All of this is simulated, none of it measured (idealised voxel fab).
voxel released beams: a process module
The cross-section shown here is cut; it is 235 nm wide and divided into square cells measuring 5 nm on a side.
Bands, listed from the top down, are how a cross-section gets written in this document; the cross-section itself is a grid of square cells, and a band is one or more rows of them. Top, bottom (nm), then materials left to right with widths (nm); lone material tagged "full width" fills the whole band edge to edge; "empty" = empty space. Heads up on the height convention: 0 is the point under which the incoming wafer is all one material, and the lowest band has no bottom, it just keeps going down, like "z 0 and below". The expression "30->40" gives the width at the extremes of the band, the first number at its top row of cells and the second at its bottom row, with the width changing by equal amounts from each row to the next in between. Step note "no modifications" = no cross-section cell changed. Under "Closed internal cavities" you'll find the enclosed gaps, the ones with no way out to the top, that are 8 cells or bigger; each reads width x height at distance, with distance counted from the left edge, everything in nm. Past the settings on a step's line: simulator remark, on that step. overlay nm: for a step with a mask, the amount by which the mask lay right of where it was planned; a negative amount means left of it.
### This section lists the process steps that were planned
1 RECEIVE | material Si
2 CONFORMAL_DEP | material Al2O3 | thk nm 5
3 DIRECTIONAL_DEP | material SiO2 | thk nm 10
4 DIRECTIONAL_DEP | material aC | thk nm 10
5 PATTERN | tone open | mask id ANCHOR | material resist | width nm 35 | thk nm 30 | overlay nm 0
6 DIRECTIONAL_ETCH | etch materials aC | depth nm 10
7 STRIP | etch materials resist
8 DIRECTIONAL_ETCH | etch materials SiO2 | depth nm 10
9 STRIP | etch materials aC
10 CONFORMAL_DEP | material SiN | thk nm 15
11 PATTERN | tone cover | mask id BEAM | material resist | width nm 120 | thk nm 15 | overlay nm 0
12 DIRECTIONAL_ETCH | etch materials SiN | depth nm 15
13 STRIP | etch materials resist
14 STRIP | etch materials SiO2
### Wafer at receipt (post step 1), cross-section
z 0 and below = Si full width
Closed internal cavities: none
### Sectioned view, first of two wafers, at the close of the module, processed as intended in the plan
z 30 to 20 = empty 55 nm, SiN 20 nm, empty 5 nm, SiN 95 nm, empty 60 nm
z 20 to 15 = empty 55 nm, SiN 120 nm, empty 60 nm
z 15 to 5 = empty 60 nm, SiN 35 nm, empty 140 nm
z 5 to 0 = Al2O3 full width
z 0 and below = Si full width
Closed internal cavities: none
### Second of two wafers, module complete, sectioned: it shares the first wafer's start and plan but was run with one mistake
z 25 to 15 = empty 55 nm, SiN 20 nm, empty 5 nm, SiN 95 nm, empty 60 nm
z 15 to 10 = empty 55 nm, SiN 120 nm, empty 60 nm
z 10 to 0 = empty 60 nm, SiN 35 nm, empty 140 nm
z 0 and below = Si full width
Closed internal cavities: none
What went wrong in running the wafer? plan step 2 never ran because it was skipped
Per the end-of-run cell counts, the second wafer holds more or fewer of some materials than the first: Al2O3 -47
